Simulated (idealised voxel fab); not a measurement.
Process module in this document: voxel tone inversion
It is cross-section cut that appears here, measuring 255 nm in width, its square cells being 5 nm in size.
Heads up, the way a cross-section reads in here is a grid of square cells, handed over as bands from the top down, with every band being one or more rows of cells. Heights first: top, then bottom, in nm. Then materials, left to right, each with a width in nm. "edge to edge" on a single material: fills the band edge to edge. "air": empty space. For the purposes of this specification, 0 denotes the height below which the wafer in its as-received condition is composed wholly of one material, and the lowermost band, lacking a lower limit, extends downward without end, as expressed in "0..down". Width "30..40": first value at the band's top row of cells, second value at its bottom row, equal change from row to row. "nothing changed" (step): cross-section cells unchanged, all of them. Basically, "Closed void roster" tells you about the enclosed voids: empty spaces with no open way to the top, 8 cells or bigger, each written width x height at distance, where distance is from the left edge, all in nm. That trailing text on a step's line, after the settings, is the simulator's own remark on the step. overlay nm, on a step with a mask: how far to the right of its planned place the mask lay; to the left if negative.
Set out below are the planned steps of the process:
1: RECEIVE (material Si)
2: CONFORMAL_DEP (material SiN; thk nm 5)
3: DIRECTIONAL_DEP (material polySi; thk nm 15)
4: PATTERN (tone cover; mask id POSTS; material resist; width nm 25; pitch nm 40; thk nm 25; overlay nm 0)
5: DIRECTIONAL_ETCH (etch materials polySi; depth nm 15)
6: STRIP (etch materials resist)
7: FILL_DEP (material lowk; thk nm 5)
8: CMP (height nm 20)
9: STRIP (etch materials polySi)
10: CONFORMAL_DEP (material TiN; thk nm 5)
11: FILL_DEP (material Cu; thk nm 10)
12: CMP (height nm 20)
13: CONFORMAL_DEP (material SiN; thk nm 5)
Cross-section of the wafer at receipt, which is the condition after step 1:
- 0..down = Si edge to edge
- Closed void roster: none
First of two wafers, end-of-module section, run followed plan:
- 25..20 = SiN edge to edge
- 20..10 = lowk: 95; TiN: 5; Cu: 15; TiN: 5; lowk: 15; TiN: 5; Cu: 15; TiN: 5; lowk: 95
- 10..5 = lowk: 95; TiN: 25; lowk: 15; TiN: 25; lowk: 95
- 5..0 = SiN edge to edge
- 0..down = Si edge to edge
- Closed void roster: none
Cross-section of the latter of the two wafers at module completion. It had an identical start and an identical plan to the former; in running it, one mistake was made:
- 25..15 = SiN edge to edge
- 15..0 = polySi edge to edge
- 0..down = Si edge to edge
- Closed void roster: none
The plan and the run diverged here: transposition of steps 2 and 3 relative to the planned sequence
End check, counted in cells, second wafer has more or fewer of these materials than the first: Cu: 12 fewer | TiN: 18 fewer | lowk: 123 fewer | polySi: 153 more
